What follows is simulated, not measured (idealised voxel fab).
Presented below is a process module, voxel double patterning.
It is cross-section cut that appears here, measuring 255 nm in width, its square cells being 5 nm in size.
Each cross-section below is a grid of square cells, stated as bands in top-down order, with one or more rows of cells making up each band. Top height, bottom height, nm. Materials left to right, width each, nm. Single material + "throughout" = fills band edge to edge. "air" = empty. Convention: height 0 is the level below which the wafer, as received, is all one material. The lowest band does not terminate at the bottom but continues downward, represented as "0 nm and below". The notation "30 to 40" denotes a width that varies across the rows of cells in the band, beginning at the first number in the top row, finishing at the second number in the bottom row, and changing by an identical amount from each row to the next. Step marked "no change occurred"? Then no cell in the cross-section changed in it. Empty spaces without an open route to the top, at least 8 cells in extent, make up the entry "Unvented internal voids"; each is given as width x height at distance, where the distance is measured from the left edge, and all are in nm. Read whatever lies past the settings on a step's line as the simulator's own remark about the step. The line of a step may include "overlay nm". On a step with a mask, this value is how far to the right of its planned place the mask lay. A negative value means the mask lay to the left.
**The steps planned for the process are as follows**
1: op RECEIVE | material Si
2: op CONFORMAL_DEP | material SiO2 | thk nm 5
3: op DIRECTIONAL_DEP | material W | thk nm 15
4: op DIRECTIONAL_DEP | material SiCN | thk nm 10
5: op DIRECTIONAL_DEP | material aC | thk nm 15
6: op PATTERN | tone open | mask id FIRST | material resist | width nm 15 | pitch nm 50 | thk nm 30 | overlay nm 0
7: op DIRECTIONAL_ETCH | etch materials aC | depth nm 15
8: op STRIP | etch materials resist
9: op DIRECTIONAL_ETCH | etch materials SiCN | depth nm 10
10: op STRIP | etch materials aC
11: op PATTERN | tone open | mask id SECOND | material resist | width nm 15 | thk nm 20 | overlay nm -15
12: op DIRECTIONAL_ETCH | etch materials SiCN | depth nm 10
13: op STRIP | etch materials resist
14: op DIRECTIONAL_ETCH | etch materials W | depth nm 15
15: op STRIP | etch materials SiCN
The wafers are alike at the start. At step 11, their overlay nm differs. The plan lists the first wafer's value.
**Cross-section of the first of several received wafers, showing its state after step 1**
	0 nm and below = Si throughout
	Unvented internal voids: none
**Once step 15, the last step, is complete, the module is at its end; this is the cross-section of the first of several wafers**
	20 nm to 5 nm = W (95)  air (25)  W (25)  air (15)  W (95)
	5 nm to 0 nm = SiO2 throughout
	0 nm and below = Si throughout
	Unvented internal voids: none
**Wafer cross-section (last wafer, module end)**
	20 nm to 5 nm = W (95)  air (15)  W (25)  air (25)  W (95)
	5 nm to 0 nm = SiO2 throughout
	0 nm and below = Si throughout
	Unvented internal voids: none
**each wafer at the end: cells of each material gained (+) or lost (-) since it was received, then its closed voids**
overlay nm -15; +51 SiO2; +129 W; Unvented internal voids: none
overlay nm -10; +51 SiO2; +126 W; Unvented internal voids: none
overlay nm -5; +51 SiO2; +126 W; Unvented internal voids: none
overlay nm 0; +51 SiO2; +126 W; Unvented internal voids: none
overlay nm 5; +51 SiO2; +126 W; Unvented internal voids: none
overlay nm 10; +51 SiO2; +126 W; Unvented internal voids: none
overlay nm 15; +51 SiO2; +129 W; Unvented internal voids: none
